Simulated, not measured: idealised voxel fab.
This section sets out a process module, namely voxel capacitor over wiring.
In the cross-section labelled cut, the width is 235 nm and each square cell is 5 nm.
Cross-section spec: square-cell grid; bands listed top down; each band is one or more rows.
Read a band's entry like this: the first values are the height of its top and the height of its bottom in nm, and what follows is the sequence of materials from left to right, each with its width in nm. Note that "blank" is empty space, and that a single material marked "everywhere" reaches across the band from edge to edge.
Beneath 0, the wafer as received is one material, and that level is where height counting begins. The lowest band goes on downward without a bottom; it is written like "0 nm and below".
The two numbers in a width such as "30..40" mark its ends across the band: the first belongs to the top row of cells, the second to the bottom row, and from each row to the next the width moves by the same amount.
For the purposes of this document, the phrase "nothing altered" attached to a step denotes that no cell within the cross-section was modified by that step.
For the entry "Sealed internal cavities", the listed items are empty spaces with no open way to the top whose size is 8 cells or more; each item follows the pattern width x height at distance, where distance is from the left edge and all three are in nm.
after a step's settings: what the simulator itself notes on the step
On any step carrying a mask, the "overlay nm" setting, if present on the step's line, tells how far right of its planned place the mask lay; negative values point to the left.

**Planned step list for the process**
| 1 | RECEIVE,material Si |
| 2 | CONFORMAL_DEP,material SiO2,thk nm 10 |
| 3 | CONFORMAL_DEP,material SiCN,thk nm 5 |
| 4 | DIRECTIONAL_DEP,material SiO2,thk nm 15 |
| 5 | PATTERN,tone open,mask id METAL_1,material resist,width nm 30,pitch nm 100,thk nm 20,overlay nm 0 |
| 6 | DIRECTIONAL_ETCH,etch materials SiO2,depth nm 15 |
| 7 | DIRECTIONAL_ETCH,etch materials SiCN,depth nm 5 |
| 8 | STRIP,etch materials resist |
| 9 | CONFORMAL_DEP,material TiN,thk nm 5 |
| 10 | FILL_DEP,material Cu,thk nm 5 |
| 11 | CMP,height nm 30 |
| 12 | CONFORMAL_DEP,material SiCN,thk nm 5 |
| 13 | DIRECTIONAL_DEP,material lowk,thk nm 15 |
| 14 | MASKED_ETCH,tone open,mask id PLUG_1,width nm 15,etch materials lowk,depth nm 15,overlay nm 0 |
| 15 | MASKED_ETCH,tone open,mask id PLUG_1,width nm 15,etch materials SiCN,depth nm 5,overlay nm 0 |
| 16 | EPI,material Ru,thk nm 10 |
| 17 | EPI,material Ru,thk nm 10 |
| 18 | DIRECTIONAL_DEP,material TiN,thk nm 5 |
| 19 | DIRECTIONAL_DEP,material Al2O3,thk nm 5 |
| 20 | DIRECTIONAL_DEP,material TiN,thk nm 5 |
| 21 | MASKED_ETCH,tone cover,mask id UPPER_PLATE,width nm 75,etch materials TiN,depth nm 5,overlay nm 0 |
| 22 | MASKED_ETCH,tone cover,mask id UPPER_PLATE,width nm 75,etch materials Al2O3,depth nm 5,overlay nm 0 |
| 23 | PATTERN,tone cover,mask id LOWER_PLATE,material resist,width nm 85,thk nm 15,overlay nm 0 |
| 24 | DIRECTIONAL_ETCH,etch materials TiN,depth nm 5 |
| 25 | STRIP,etch materials resist |
| 26 | FILL_DEP,material SiO2,thk nm 15 |
| 27 | CMP,height nm 75 |
| 28 | DIRECTIONAL_DEP,material aC,thk nm 10 |
| 29 | PATTERN,tone open,mask id PLUG_2,material resist,width nm 15,thk nm 30,overlay nm 0 |
| 30 | DIRECTIONAL_ETCH,etch materials aC,depth nm 10 |
| 31 | STRIP,etch materials resist |
| 32 | DIRECTIONAL_ETCH,etch materials SiO2,depth nm 10 |
| 33 | STRIP,etch materials aC |
| 34 | CONFORMAL_DEP,material TiN,thk nm 5 |
| 35 | FILL_DEP,material Cu,thk nm 10 |
| 36 | CMP,height nm 75 |
| 37 | CONFORMAL_DEP,material SiCN,thk nm 5 |

**Cross-section of the incoming wafer, state after step 1**
  0 nm and below = Si everywhere
  Sealed internal cavities: none

**Cross-section: first of two wafers, module finished, run according to plan**
  80 nm to 75 nm = SiCN everywhere
  75 nm to 70 nm = SiO2 75, TiN 5, Cu 5, TiN 5, SiO2 145
  70 nm to 60 nm = SiO2 75..65, TiN 15..75, SiO2 145..95
  60 nm to 55 nm = SiO2 65, Al2O3 75, SiO2 95
  55 nm to 50 nm = SiO2 60, TiN 85, SiO2 90
  50 nm to 35 nm = lowk 65, Ru 15, lowk 155
  35 nm to 30 nm = SiCN 65, Ru 15, SiCN 155
  30 nm to 15 nm = SiO2 50, TiN 5, Cu 20, TiN 5, SiO2 70, TiN 5, Cu 20, TiN 5, SiO2 55
  15 nm to 10 nm = SiCN 50, TiN 30, SiCN 70, TiN 30, SiCN 55
  10 nm to 0 nm = SiO2 everywhere
  0 nm and below = Si everywhere
  Sealed internal cavities: none

**What the second wafer looks like in cross-section once the module is done. Its start and its plan matched the first wafer's exactly; what differed was one mistake in how it was run**
  80 nm to 75 nm = SiCN everywhere
  75 nm to 70 nm = SiO2 75, TiN 5, Cu 5, TiN 5, SiO2 145
  70 nm to 65 nm = SiO2 75, TiN 15, SiO2 145
  65 nm to 60 nm = SiO2 everywhere
  60 nm to 55 nm = SiO2 65, Al2O3 75, SiO2 95
  55 nm to 50 nm = TiN 60, SiO2 5, TiN 75, SiO2 5, TiN 90
  50 nm to 35 nm = lowk 65, Ru 15, lowk 155
  35 nm to 30 nm = SiCN 65, Ru 15, SiCN 155
  30 nm to 15 nm = SiO2 50, TiN 5, Cu 20, TiN 5, SiO2 70, TiN 5, Cu 20, TiN 5, SiO2 55
  15 nm to 10 nm = SiCN 50, TiN 30, SiCN 70, TiN 30, SiCN 55
  10 nm to 0 nm = SiO2 everywhere
  0 nm and below = Si everywhere
  Sealed internal cavities: none
Diagnosis: the process deviated at step 23: the operation and settings actually run there were PATTERN,tone open,mask id LOWER_PLATE,material resist,width nm 85,thk nm 15,overlay nm 0
Final wafer comparison in cells, second versus first, more or fewer per material: -13 SiO2, +13 TiN
